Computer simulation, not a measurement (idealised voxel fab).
Process module name: voxel transistor to metal
Shown is cross-section cut, with a width of 275 nm and square cells of size 5 nm.
Square cells in a grid make up a cross-section in this document, and the grid is given as bands, listed from the top down, each one or more rows of cells.
Within each band entry, the heights of the top and of the bottom of the band appear first, in that order and in nm; the materials of the band then follow from left to right, each with its corresponding width in nm. The designation "full width" on a single material indicates that it fills the band from edge to edge; the designation "air" indicates empty space.
The level at which height equals 0 is the one under which the wafer, as it arrives, is entirely one material. No lower edge exists for the bottom band, which continues downward and is notated as in "z 0 and below".
Think of "30->40" as a width that walks from the first number to the second as you go down the band, top row to bottom row, taking equal-sized steps from row to row.
Step note "stayed the same" = no cross-section cell changed.
Entry "Completely sealed voids". Content: empty spaces with no open connection to the top, size 8 cells or greater. Each: width x height at distance. Distance: from left edge. Unit: nm.
The remark found on a step's line after its settings is issued by the simulator itself and pertains to that step.
overlay nm: mask offset rightward from planned place, masked step; negative means leftward offset.

Intended process steps:
- 1: RECEIVE [material Si]
- 2: CONFORMAL_DEP [material SiO2] [thk nm 5]
- 3: CONFORMAL_DEP [material SiN] [thk nm 15]
- 4: MASKED_ETCH [tone cover] [mask id ACTIVE] [width nm 105] [pitch nm 130] [etch materials SiN] [depth nm 15] [overlay nm 0]
- 5: MASKED_ETCH [tone cover] [mask id ACTIVE] [width nm 105] [pitch nm 130] [etch materials SiO2] [depth nm 5] [overlay nm 0]
- 6: MASKED_ETCH [tone cover] [mask id ACTIVE] [width nm 105] [pitch nm 130] [etch materials Si] [depth nm 25] [overlay nm 0]
- 7: FILL_DEP [material SiO2] [thk nm 5]
- 8: CMP [height nm 20]
- 9: SELECTIVE_ETCH [etch materials SiO2] [depth nm 10]
- 10: STRIP [etch materials SiN]
- 11: SELECTIVE_ETCH [etch materials SiO2] [depth nm 5]
- 12: OXIDIZE [depth nm 5]
- 13: DIRECTIONAL_DEP [material polySi] [thk nm 25]
- 14: DIRECTIONAL_DEP [material SiCN] [thk nm 10]
- 15: PATTERN [tone cover] [mask id GATE] [material resist] [width nm 25] [pitch nm 130] [thk nm 20] [overlay nm 0]
- 16: DIRECTIONAL_ETCH [etch materials SiCN] [depth nm 20]
- 17: DIRECTIONAL_ETCH [etch materials polySi] [depth nm 35]
- 18: STRIP [etch materials resist]
- 19: CONFORMAL_DEP [material SiN] [thk nm 5]
- 20: DIRECTIONAL_ETCH [etch materials SiN] [depth nm 5]
- 21: DIRECTIONAL_ETCH [etch materials SiO2] [depth nm 5]
- 22: DIRECTIONAL_ETCH [etch materials Si] [depth nm 5]
- 23: EPI [material nSi] [thk nm 10]
- 24: FILL_DEP [material SiO2] [thk nm 10]
- 25: CMP [height nm 25]
- 26: STRIP [etch materials polySi]
- 27: SELECTIVE_ETCH [etch materials SiO2] [depth nm 5]
- 28: CONFORMAL_DEP [material HfO2] [thk nm 5]
- 29: CONFORMAL_DEP [material TiN] [thk nm 5]
- 30: FILL_DEP [material W] [thk nm 5]
- 31: CMP [height nm 20]
- 32: DIRECTIONAL_DEP [material SiO2] [thk nm 10]
- 33: PATTERN [tone open] [mask id CONTACT] [material resist] [width nm 15] [thk nm 15] [overlay nm 0]
- 34: DIRECTIONAL_ETCH [etch materials SiO2] [depth nm 30]
- 35: STRIP [etch materials resist]
- 36: CONFORMAL_DEP [material TiN] [thk nm 5]
- 37: FILL_DEP [material W] [thk nm 5]
- 38: CMP [height nm 30]
- 39: CONFORMAL_DEP [material SiCN] [thk nm 5]
- 40: DIRECTIONAL_DEP [material SiO2] [thk nm 15]
- 41: DIRECTIONAL_DEP [material aC] [thk nm 15]
- 42: PATTERN [tone open] [mask id METAL_1] [material resist] [width nm 15] [thk nm 35] [overlay nm 0]
- 43: DIRECTIONAL_ETCH [etch materials aC] [depth nm 15]
- 44: STRIP [etch materials resist]
- 45: DIRECTIONAL_ETCH [etch materials SiO2] [depth nm 15]
- 46: DIRECTIONAL_ETCH [etch materials SiCN] [depth nm 5]
- 47: STRIP [etch materials aC]
- 48: CONFORMAL_DEP [material TiN] [thk nm 5]
- 49: FILL_DEP [material W] [thk nm 5]
- 50: CMP [height nm 50]
- 51: EPI [material Ru] [thk nm 5]
- 52: FILL_DEP [material SiCN] [thk nm 5]

As-received state of the wafer in cross-section, equivalent to post-step 1:
  z 0 and below  Si full width
  Completely sealed voids: none

Cross-section: first of two wafers, module finished, run according to plan:
  z 60 to 55  SiCN full width
  z 55 to 50  SiCN=25  Ru=25  SiCN=45  Ru=25  SiCN=35  Ru=25  SiCN=45  Ru=25  SiCN=25
  z 50 to 35  SiO2=30  TiN=5  W=5  TiN=5  SiO2=55  TiN=5  W=5  TiN=5  SiO2=45  TiN=5  W=5  TiN=5  SiO2=55  TiN=5  W=5  TiN=5  SiO2=30
  z 35 to 30  SiCN=30  TiN=15  SiCN=55  TiN=15  SiCN=45  TiN=15  SiCN=55  TiN=15  SiCN=30
  z 30 to 20  SiO2=30  TiN=5  W=5  TiN=5  SiO2=55  TiN=5  W=5  TiN=5  SiO2=45  TiN=5  W=5  TiN=5  SiO2=55  TiN=5  W=5  TiN=5  SiO2=30
  z 20 to 5  SiO2=30  TiN=5  W=5  TiN=5  SiO2=10  SiN=5  HfO2=5  TiN=5  W=5  TiN=5  HfO2=5  SiN=5  SiO2=10  TiN=5  W=5  TiN=5  SiO2=45  TiN=5  W=5  TiN=5  SiO2=10  SiN=5  HfO2=5  TiN=5  W=5  TiN=5  HfO2=5  SiN=5  SiO2=10  TiN=5  W=5  TiN=5  SiO2=30
  z 5 to 0  SiO2=15  SiN=5  SiO2=10  TiN=15  nSi=10  SiN=5  HfO2=5  TiN=15  HfO2=5  SiN=5  nSi=10  TiN=15  SiO2=10  SiN=5  SiO2=15  SiN=5  SiO2=10  TiN=15  nSi=10  SiN=5  HfO2=5  TiN=15  HfO2=5  SiN=5  nSi=10  TiN=15  SiO2=10  SiN=5  SiO2=15
  z 0 to -5  SiO2=20  nSi=35  HfO2=35  nSi=35  SiO2=25  nSi=35  HfO2=35  nSi=35  SiO2=20
  z -5 to -10  SiO2=20  nSi=35  Si=35  nSi=35  SiO2=25  nSi=35  Si=35  nSi=35  SiO2=20
  z -10 to -25  SiO2=20  Si=105  SiO2=25  Si=105  SiO2=20
  z -25 and below  Si full width
  Completely sealed voids: none

Cross-section at end of module for the second wafer of two, which matched the first in starting point and plan and differed by one mistake in its processing:
  z 60 to 55  SiCN full width
  z 55 to 50  SiCN=15  Ru=25  SiCN=45  Ru=25  SiCN=35  Ru=25  SiCN=45  Ru=25  SiCN=35
  z 50 to 35  SiO2=20  TiN=5  W=5  TiN=5  SiO2=55  TiN=5  W=5  TiN=5  SiO2=45  TiN=5  W=5  TiN=5  SiO2=55  TiN=5  W=5  TiN=5  SiO2=40
  z 35 to 30  SiCN=20  TiN=15  SiCN=55  TiN=15  SiCN=45  TiN=15  SiCN=55  TiN=15  SiCN=40
  z 30 to 20  SiO2=30  TiN=5  W=5  TiN=5  SiO2=55  TiN=5  W=5  TiN=5  SiO2=45  TiN=5  W=5  TiN=5  SiO2=55  TiN=5  W=5  TiN=5  SiO2=30
  z 20 to 5  SiO2=30  TiN=5  W=5  TiN=5  SiO2=10  SiN=5  HfO2=5  TiN=5  W=5  TiN=5  HfO2=5  SiN=5  SiO2=10  TiN=5  W=5  TiN=5  SiO2=45  TiN=5  W=5  TiN=5  SiO2=10  SiN=5  HfO2=5  TiN=5  W=5  TiN=5  HfO2=5  SiN=5  SiO2=10  TiN=5  W=5  TiN=5  SiO2=30
  z 5 to 0  SiO2=15  SiN=5  SiO2=10  TiN=15  nSi=10  SiN=5  HfO2=5  TiN=15  HfO2=5  SiN=5  nSi=10  TiN=15  SiO2=10  SiN=5  SiO2=15  SiN=5  SiO2=10  TiN=15  nSi=10  SiN=5  HfO2=5  TiN=15  HfO2=5  SiN=5  nSi=10  TiN=15  SiO2=10  SiN=5  SiO2=15
  z 0 to -5  SiO2=20  nSi=35  HfO2=35  nSi=35  SiO2=25  nSi=35  HfO2=35  nSi=35  SiO2=20
  z -5 to -10  SiO2=20  nSi=35  Si=35  nSi=35  SiO2=25  nSi=35  Si=35  nSi=35  SiO2=20
  z -10 to -25  SiO2=20  Si=105  SiO2=25  Si=105  SiO2=20
  z -25 and below  Si full width
  Completely sealed voids: none
Where did the run depart from the plan? step 42 off recipe, ran as PATTERN [tone open] [mask id METAL_1] [material resist] [width nm 15] [thk nm 35] [overlay nm -10]
Heads up: at the end the two wafers have identical cell counts per material, they're just laid out differently.
